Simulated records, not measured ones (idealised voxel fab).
Herein follows the process module entitled voxel released beams.
Xsec cut, 200 nm wide, square cell size 5 nm.
Cross-section, as written here: a square-cell grid given band by band from the top down, where a band holds one or more rows of cells. Per band: top height and bottom height in nm, followed by the left-to-right materials and their widths in nm; "full width" marks a single material spanning edge to edge, "empty" marks empty space. The level at which height equals 0 is the one under which the wafer, as it arrives, is entirely one material. No lower edge exists for the bottom band, which continues downward and is notated as in "0 nm and below". You'd read "30..40" like this: the band's top row of cells is as wide as the first number, its bottom row is as wide as the second, and going down, every row changes width by the same amount as the row before did. Any step labelled "everything unchanged" changed none of the cells in the cross-section. The entry "Closed empty spaces" lists the empty spaces that cover at least 8 cells and have no open path to the top. Each is written as width x height at distance, where the distance is measured from the left edge and all three values are in nm. Past the settings on a step's line: simulator remark, on that step. overlay nm, on a step with a mask: how far to the right of its planned place the mask lay; to the left if negative.

**Planned step list for the process**
1 op RECEIVE | material Si
2 op CONFORMAL_DEP | material SiN | thk nm 5
3 op DIRECTIONAL_DEP | material SiO2 | thk nm 20
4 op PATTERN | tone open | mask id ANCHOR | material resist | width nm 35 | thk nm 20 | overlay nm 0
5 op DIRECTIONAL_ETCH | etch materials SiO2 | depth nm 20
6 op STRIP | etch materials resist
7 op CONFORMAL_DEP | material TiN | thk nm 15
8 op MASKED_ETCH | tone cover | mask id BEAM | width nm 120 | etch materials TiN | depth nm 15 | overlay nm 0
9 op STRIP | etch materials SiO2

**Here's what the wafer looked like in cross-section when it arrived - that's after step 1**
* 0 nm and below = Si full width
* Closed empty spaces: none

**Here's the wafer cut in cross-section after the module, started and planned just like above, except one thing was done wrong in the run**
* 35 nm to 20 nm = empty 35 nm | TiN 20 nm | empty 5 nm | TiN 95 nm | empty 45 nm
* 20 nm to 15 nm = empty 40 nm | TiN 15 nm | empty 5 nm | TiN 15 nm | empty 125 nm
* 15 nm to 0 nm = empty 40 nm | TiN 35 nm | empty 125 nm
* 0 nm and below = Si full width
* Closed empty spaces: none
Deviation from plan: step 2 of the plan was bypassed and not carried out
